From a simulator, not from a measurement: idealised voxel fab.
Herein follows the process module entitled voxel wiring stack.
The cross-section shown here is cut; it is 190 nm wide and divided into square cells measuring 5 nm on a side.
Square cells in a grid make up a cross-section in this document, and the grid is given as bands, listed from the top down, each one or more rows of cells.
Per band: top height and bottom height in nm, followed by the left-to-right materials and their widths in nm; "edge to edge" marks a single material spanning edge to edge, "blank" marks empty space.
Height is counted from the level 0, under which the received wafer is composed throughout of one material. The lowest of the bands is not closed at the bottom but continues downward, in the notation "0 down".
When a width is written as two numbers, as in "30..40", the first number is the width in the top row of cells of the band and the second is the width in its bottom row, and the width changes by the same amount from each row to the next.
Key: "no modification" - step with no changed cell in the cross-section.
"Voids, sealed" means: voids of 8 cells or more that are shut off from the top with no open way through. Written width x height at distance, distance from the left edge, in nm.
Past the settings on a step's line: simulator remark, on that step.
On any step carrying a mask, the "overlay nm" setting, if present on the step's line, tells how far right of its planned place the mask lay; negative values point to the left.
Planned process steps:
- 1: RECEIVE with material Si
- 2: CONFORMAL_DEP with material SiO2, thk nm 15
- 3: CONFORMAL_DEP with material SiN, thk nm 5
- 4: DIRECTIONAL_DEP with material lowk, thk nm 20
- 5: PATTERN with tone open, mask id METAL_1, material resist, width nm 25, pitch nm 45, thk nm 15, overlay nm 0
- 6: DIRECTIONAL_ETCH with etch materials lowk, depth nm 20
- 7: DIRECTIONAL_ETCH with etch materials SiN, depth nm 5
- 8: STRIP with etch materials resist
- 9: CONFORMAL_DEP with material TiN, thk nm 5
- 10: FILL_DEP with material Cu, thk nm 10
- 11: CMP with height nm 40
- 12: CONFORMAL_DEP with material SiCN, thk nm 5
- 13: DIRECTIONAL_DEP with material lowk, thk nm 10
- 14: PATTERN with tone open, mask id PLUG_1, material resist, width nm 15, pitch nm 90, thk nm 20, overlay nm 0
- 15: DIRECTIONAL_ETCH with etch materials lowk, depth nm 10
- 16: DIRECTIONAL_ETCH with etch materials SiCN, depth nm 5
- 17: STRIP with etch materials resist
- 18: CONFORMAL_DEP with material TiN, thk nm 5
- 19: FILL_DEP with material W, thk nm 5
- 20: CMP with height nm 55
- 21: CONFORMAL_DEP with material SiN, thk nm 5
- 22: DIRECTIONAL_DEP with material lowk, thk nm 20
- 23: MASKED_ETCH with tone open, mask id METAL_2, width nm 25, pitch nm 45, etch materials lowk, depth nm 20, overlay nm 0
- 24: MASKED_ETCH with tone open, mask id METAL_2, width nm 25, pitch nm 45, etch materials SiN, depth nm 5, overlay nm 0
- 25: CONFORMAL_DEP with material TiN, thk nm 5
- 26: FILL_DEP with material Cu, thk nm 10
- 27: CMP with height nm 80
- 28: EPI with material Ru, thk nm 5
- 29: FILL_DEP with material SiCN, thk nm 5
First out of two wafers; run went to plan:
Incoming wafer in cross-section (state: after step 1):
	0 down: Si edge to edge
	Voids, sealed: none
State of the wafer after step 2, shown in cross-section:
	15 to 0: SiO2 edge to edge
	Everything below 0 is unchanged.
State of the wafer after step 3, shown in cross-section:
	20 to 15: SiN edge to edge
	Everything below 15 is unchanged.
State of the wafer after step 4, shown in cross-section:
	40 to 20: lowk edge to edge
	Everything below 20 is unchanged.
State of the wafer after step 5, shown in cross-section:
	55 to 40: resist=15; blank=25; resist=20; blank=25; resist=20; blank=25; resist=20; blank=25; resist=15
	Everything below 40 is unchanged.
State of the wafer after step 6, shown in cross-section:
	55 to 40: resist=15; blank=25; resist=20; blank=25; resist=20; blank=25; resist=20; blank=25; resist=15
	40 to 20: lowk=15; blank=25; lowk=20; blank=25; lowk=20; blank=25; lowk=20; blank=25; lowk=15
	Everything below 20 is unchanged.
State of the wafer after step 7, shown in cross-section:
	55 to 40: resist=15; blank=25; resist=20; blank=25; resist=20; blank=25; resist=20; blank=25; resist=15
	40 to 20: lowk=15; blank=25; lowk=20; blank=25; lowk=20; blank=25; lowk=20; blank=25; lowk=15
	20 to 15: SiN=15; blank=25; SiN=20; blank=25; SiN=20; blank=25; SiN=20; blank=25; SiN=15
	Everything below 15 is unchanged.
State of the wafer after step 8, shown in cross-section:
	40 to 20: lowk=15; blank=25; lowk=20; blank=25; lowk=20; blank=25; lowk=20; blank=25; lowk=15
	Everything below 20 is unchanged.
State of the wafer after step 9, shown in cross-section:
	45 to 40: TiN=20; blank=15; TiN=30; blank=15; TiN=30; blank=15; TiN=30; blank=15; TiN=20
	40 to 20: lowk=15; TiN=5; blank=15; TiN=5; lowk=20; TiN=5; blank=15; TiN=5; lowk=20; TiN=5; blank=15; TiN=5; lowk=20; TiN=5; blank=15; TiN=5; lowk=15
	20 to 15: SiN=15; TiN=25; SiN=20; TiN=25; SiN=20; TiN=25; SiN=20; TiN=25; SiN=15
	Everything below 15 is unchanged.
State of the wafer after step 10, shown in cross-section:
	55 to 45: Cu edge to edge
	45 to 40: TiN=20; Cu=15; TiN=30; Cu=15; TiN=30; Cu=15; TiN=30; Cu=15; TiN=20
	40 to 20: lowk=15; TiN=5; Cu=15; TiN=5; lowk=20; TiN=5; Cu=15; TiN=5; lowk=20; TiN=5; Cu=15; TiN=5; lowk=20; TiN=5; Cu=15; TiN=5; lowk=15
	Everything below 20 is unchanged.
State of the wafer after step 11, shown in cross-section:
	40 to 20: lowk=15; TiN=5; Cu=15; TiN=5; lowk=20; TiN=5; Cu=15; TiN=5; lowk=20; TiN=5; Cu=15; TiN=5; lowk=20; TiN=5; Cu=15; TiN=5; lowk=15
	Everything below 20 is unchanged.
State of the wafer after step 12, shown in cross-section:
	45 to 40: SiCN edge to edge
	Everything below 40 is unchanged.
State of the wafer after step 13, shown in cross-section:
	55 to 45: lowk edge to edge
	Everything below 45 is unchanged.
State of the wafer after step 14, shown in cross-section:
	75 to 55: resist=15; blank=15; resist=75; blank=15; resist=70
	Everything below 55 is unchanged.
State of the wafer after step 15, shown in cross-section:
	75 to 55: resist=15; blank=15; resist=75; blank=15; resist=70
	55 to 45: lowk=15; blank=15; lowk=75; blank=15; lowk=70
	Everything below 45 is unchanged.
State of the wafer after step 16, shown in cross-section:
	75 to 55: resist=15; blank=15; resist=75; blank=15; resist=70
	55 to 45: lowk=15; blank=15; lowk=75; blank=15; lowk=70
	45 to 40: SiCN=15; blank=15; SiCN=75; blank=15; SiCN=70
	Everything below 40 is unchanged.
State of the wafer after step 17, shown in cross-section:
	55 to 45: lowk=15; blank=15; lowk=75; blank=15; lowk=70
	Everything below 45 is unchanged.
State of the wafer after step 18, shown in cross-section:
	60 to 55: TiN=20; blank=5; TiN=85; blank=5; TiN=75
	55 to 45: lowk=15; TiN=5; blank=5; TiN=5; lowk=75; TiN=5; blank=5; TiN=5; lowk=70
	45 to 40: SiCN=15; TiN=15; SiCN=75; TiN=15; SiCN=70
	Everything below 40 is unchanged.
State of the wafer after step 19, shown in cross-section:
	65 to 60: W edge to edge
	60 to 55: TiN=20; W=5; TiN=85; W=5; TiN=75
	55 to 45: lowk=15; TiN=5; W=5; TiN=5; lowk=75; TiN=5; W=5; TiN=5; lowk=70
	Everything below 45 is unchanged.
State of the wafer after step 20, shown in cross-section:
	55 to 45: lowk=15; TiN=5; W=5; TiN=5; lowk=75; TiN=5; W=5; TiN=5; lowk=70
	Everything below 45 is unchanged.
State of the wafer after step 21, shown in cross-section:
	60 to 55: SiN edge to edge
	Everything below 55 is unchanged.
State of the wafer after step 22, shown in cross-section:
	80 to 60: lowk edge to edge
	Everything below 60 is unchanged.
State of the wafer after step 23, shown in cross-section:
	80 to 60: lowk=15; blank=25; lowk=20; blank=25; lowk=20; blank=25; lowk=20; blank=25; lowk=15
	Everything below 60 is unchanged.
State of the wafer after step 24, shown in cross-section:
	80 to 60: lowk=15; blank=25; lowk=20; blank=25; lowk=20; blank=25; lowk=20; blank=25; lowk=15
	60 to 55: SiN=15; blank=25; SiN=20; blank=25; SiN=20; blank=25; SiN=20; blank=25; SiN=15
	Everything below 55 is unchanged.
State of the wafer after step 25, shown in cross-section:
	85 to 80: TiN=20; blank=15; TiN=30; blank=15; TiN=30; blank=15; TiN=30; blank=15; TiN=20
	80 to 60: lowk=15; TiN=5; blank=15; TiN=5; lowk=20; TiN=5; blank=15; TiN=5; lowk=20; TiN=5; blank=15; TiN=5; lowk=20; TiN=5; blank=15; TiN=5; lowk=15
	60 to 55: SiN=15; TiN=25; SiN=20; TiN=25; SiN=20; TiN=25; SiN=20; TiN=25; SiN=15
	Everything below 55 is unchanged.
State of the wafer after step 26, shown in cross-section:
	95 to 85: Cu edge to edge
	85 to 80: TiN=20; Cu=15; TiN=30; Cu=15; TiN=30; Cu=15; TiN=30; Cu=15; TiN=20
	80 to 60: lowk=15; TiN=5; Cu=15; TiN=5; lowk=20; TiN=5; Cu=15; TiN=5; lowk=20; TiN=5; Cu=15; TiN=5; lowk=20; TiN=5; Cu=15; TiN=5; lowk=15
	Everything below 60 is unchanged.
State of the wafer after step 27, shown in cross-section:
	80 to 60: lowk=15; TiN=5; Cu=15; TiN=5; lowk=20; TiN=5; Cu=15; TiN=5; lowk=20; TiN=5; Cu=15; TiN=5; lowk=20; TiN=5; Cu=15; TiN=5; lowk=15
	Everything below 60 is unchanged.
State of the wafer after step 28, shown in cross-section:
	85 to 80: blank=10; Ru=35; blank=10; Ru=35; blank=10; Ru=35; blank=10; Ru=35; blank=10
	Everything below 80 is unchanged.
State of the wafer after step 29, shown in cross-section:
	90 to 85: SiCN edge to edge
	85 to 80: SiCN=10; Ru=35; SiCN=10; Ru=35; SiCN=10; Ru=35; SiCN=10; Ru=35; SiCN=10
	Everything below 80 is unchanged.
Wafer two of the pair: same origin, same plan, one error during the run; identical to wafer one up to and including step 1:
Look at the second wafer in cross-section at the time step 2 ought to have finished:
	30 to 0: SiO2 edge to edge
	Everything below 0 is unchanged.
Look at the second wafer in cross-section at the time step 3 ought to have finished:
	35 to 30: SiN edge to edge
	Everything below 30 is unchanged.
Look at the second wafer in cross-section at the time step 4 ought to have finished:
	55 to 35: lowk edge to edge
	Everything below 35 is unchanged.
Look at the second wafer in cross-section at the time step 5 ought to have finished:
	70 to 55: resist=15; blank=25; resist=20; blank=25; resist=20; blank=25; resist=20; blank=25; resist=15
	Everything below 55 is unchanged.
Look at the second wafer in cross-section at the time step 6 ought to have finished:
	70 to 55: resist=15; blank=25; resist=20; blank=25; resist=20; blank=25; resist=20; blank=25; resist=15
	55 to 35: lowk=15; blank=25; lowk=20; blank=25; lowk=20; blank=25; lowk=20; blank=25; lowk=15
	Everything below 35 is unchanged.
Look at the second wafer in cross-section at the time step 7 ought to have finished:
	70 to 55: resist=15; blank=25; resist=20; blank=25; resist=20; blank=25; resist=20; blank=25; resist=15
	55 to 35: lowk=15; blank=25; lowk=20; blank=25; lowk=20; blank=25; lowk=20; blank=25; lowk=15
	35 to 30: SiN=15; blank=25; SiN=20; blank=25; SiN=20; blank=25; SiN=20; blank=25; SiN=15
	Everything below 30 is unchanged.
Look at the second wafer in cross-section at the time step 8 ought to have finished:
	55 to 35: lowk=15; blank=25; lowk=20; blank=25; lowk=20; blank=25; lowk=20; blank=25; lowk=15
	Everything below 35 is unchanged.
Look at the second wafer in cross-section at the time step 9 ought to have finished:
	60 to 55: TiN=20; blank=15; TiN=30; blank=15; TiN=30; blank=15; TiN=30; blank=15; TiN=20
	55 to 35: lowk=15; TiN=5; blank=15; TiN=5; lowk=20; TiN=5; blank=15; TiN=5; lowk=20; TiN=5; blank=15; TiN=5; lowk=20; TiN=5; blank=15; TiN=5; lowk=15
	35 to 30: SiN=15; TiN=25; SiN=20; TiN=25; SiN=20; TiN=25; SiN=20; TiN=25; SiN=15
	Everything below 30 is unchanged.
Look at the second wafer in cross-section at the time step 10 ought to have finished:
	70 to 60: Cu edge to edge
	60 to 55: TiN=20; Cu=15; TiN=30; Cu=15; TiN=30; Cu=15; TiN=30; Cu=15; TiN=20
	55 to 35: lowk=15; TiN=5; Cu=15; TiN=5; lowk=20; TiN=5; Cu=15; TiN=5; lowk=20; TiN=5; Cu=15; TiN=5; lowk=20; TiN=5; Cu=15; TiN=5; lowk=15
	Everything below 35 is unchanged.
Look at the second wafer in cross-section at the time step 11 ought to have finished:
	40 to 35: lowk=15; TiN=5; Cu=15; TiN=5; lowk=20; TiN=5; Cu=15; TiN=5; lowk=20; TiN=5; Cu=15; TiN=5; lowk=20; TiN=5; Cu=15; TiN=5; lowk=15
	Everything below 35 is unchanged.
Look at the second wafer in cross-section at the time step 12 ought to have finished:
	45 to 40: SiCN edge to edge
	Everything below 40 is unchanged.
Look at the second wafer in cross-section at the time step 13 ought to have finished:
	55 to 45: lowk edge to edge
	Everything below 45 is unchanged.
Look at the second wafer in cross-section at the time step 14 ought to have finished:
	75 to 55: resist=15; blank=15; resist=75; blank=15; resist=70
	Everything below 55 is unchanged.
Look at the second wafer in cross-section at the time step 15 ought to have finished:
	75 to 55: resist=15; blank=15; resist=75; blank=15; resist=70
	55 to 45: lowk=15; blank=15; lowk=75; blank=15; lowk=70
	Everything below 45 is unchanged.
Look at the second wafer in cross-section at the time step 16 ought to have finished:
	75 to 55: resist=15; blank=15; resist=75; blank=15; resist=70
	55 to 45: lowk=15; blank=15; lowk=75; blank=15; lowk=70
	45 to 40: SiCN=15; blank=15; SiCN=75; blank=15; SiCN=70
	Everything below 40 is unchanged.
Look at the second wafer in cross-section at the time step 17 ought to have finished:
	55 to 45: lowk=15; blank=15; lowk=75; blank=15; lowk=70
	Everything below 45 is unchanged.
Look at the second wafer in cross-section at the time step 18 ought to have finished:
	60 to 55: TiN=20; blank=5; TiN=85; blank=5; TiN=75
	55 to 45: lowk=15; TiN=5; blank=5; TiN=5; lowk=75; TiN=5; blank=5; TiN=5; lowk=70
	45 to 40: SiCN=15; TiN=15; SiCN=75; TiN=15; SiCN=70
	Everything below 40 is unchanged.
Look at the second wafer in cross-section at the time step 19 ought to have finished:
	65 to 60: W edge to edge
	60 to 55: TiN=20; W=5; TiN=85; W=5; TiN=75
	55 to 45: lowk=15; TiN=5; W=5; TiN=5; lowk=75; TiN=5; W=5; TiN=5; lowk=70
	Everything below 45 is unchanged.
Look at the second wafer in cross-section at the time step 20 ought to have finished:
	55 to 45: lowk=15; TiN=5; W=5; TiN=5; lowk=75; TiN=5; W=5; TiN=5; lowk=70
	Everything below 45 is unchanged.
Look at the second wafer in cross-section at the time step 21 ought to have finished:
	60 to 55: SiN edge to edge
	Everything below 55 is unchanged.
Look at the second wafer in cross-section at the time step 22 ought to have finished:
	80 to 60: lowk edge to edge
	Everything below 60 is unchanged.
Look at the second wafer in cross-section at the time step 23 ought to have finished:
	80 to 60: lowk=15; blank=25; lowk=20; blank=25; lowk=20; blank=25; lowk=20; blank=25; lowk=15
	Everything below 60 is unchanged.
Look at the second wafer in cross-section at the time step 24 ought to have finished:
	80 to 60: lowk=15; blank=25; lowk=20; blank=25; lowk=20; blank=25; lowk=20; blank=25; lowk=15
	60 to 55: SiN=15; blank=25; SiN=20; blank=25; SiN=20; blank=25; SiN=20; blank=25; SiN=15
	Everything below 55 is unchanged.
Look at the second wafer in cross-section at the time step 25 ought to have finished:
	85 to 80: TiN=20; blank=15; TiN=30; blank=15; TiN=30; blank=15; TiN=30; blank=15; TiN=20
	80 to 60: lowk=15; TiN=5; blank=15; TiN=5; lowk=20; TiN=5; blank=15; TiN=5; lowk=20; TiN=5; blank=15; TiN=5; lowk=20; TiN=5; blank=15; TiN=5; lowk=15
	60 to 55: SiN=15; TiN=25; SiN=20; TiN=25; SiN=20; TiN=25; SiN=20; TiN=25; SiN=15
	Everything below 55 is unchanged.
Look at the second wafer in cross-section at the time step 26 ought to have finished:
	95 to 85: Cu edge to edge
	85 to 80: TiN=20; Cu=15; TiN=30; Cu=15; TiN=30; Cu=15; TiN=30; Cu=15; TiN=20
	80 to 60: lowk=15; TiN=5; Cu=15; TiN=5; lowk=20; TiN=5; Cu=15; TiN=5; lowk=20; TiN=5; Cu=15; TiN=5; lowk=20; TiN=5; Cu=15; TiN=5; lowk=15
	Everything below 60 is unchanged.
Look at the second wafer in cross-section at the time step 27 ought to have finished:
	80 to 60: lowk=15; TiN=5; Cu=15; TiN=5; lowk=20; TiN=5; Cu=15; TiN=5; lowk=20; TiN=5; Cu=15; TiN=5; lowk=20; TiN=5; Cu=15; TiN=5; lowk=15
	Everything below 60 is unchanged.
Look at the second wafer in cross-section at the time step 28 ought to have finished:
	85 to 80: blank=10; Ru=35; blank=10; Ru=35; blank=10; Ru=35; blank=10; Ru=35; blank=10
	Everything below 80 is unchanged.
Look at the second wafer in cross-section at the time step 29 ought to have finished:
	90 to 85: SiCN edge to edge
	85 to 80: SiCN=10; Ru=35; SiCN=10; Ru=35; SiCN=10; Ru=35; SiCN=10; Ru=35; SiCN=10
	Everything below 80 is unchanged.
What was the processing mistake? plan step 2 ran twice
End of process, cell counts, second wafer against first, materials with more or fewer: Cu -36; SiO2 +114; TiN -24; lowk -54
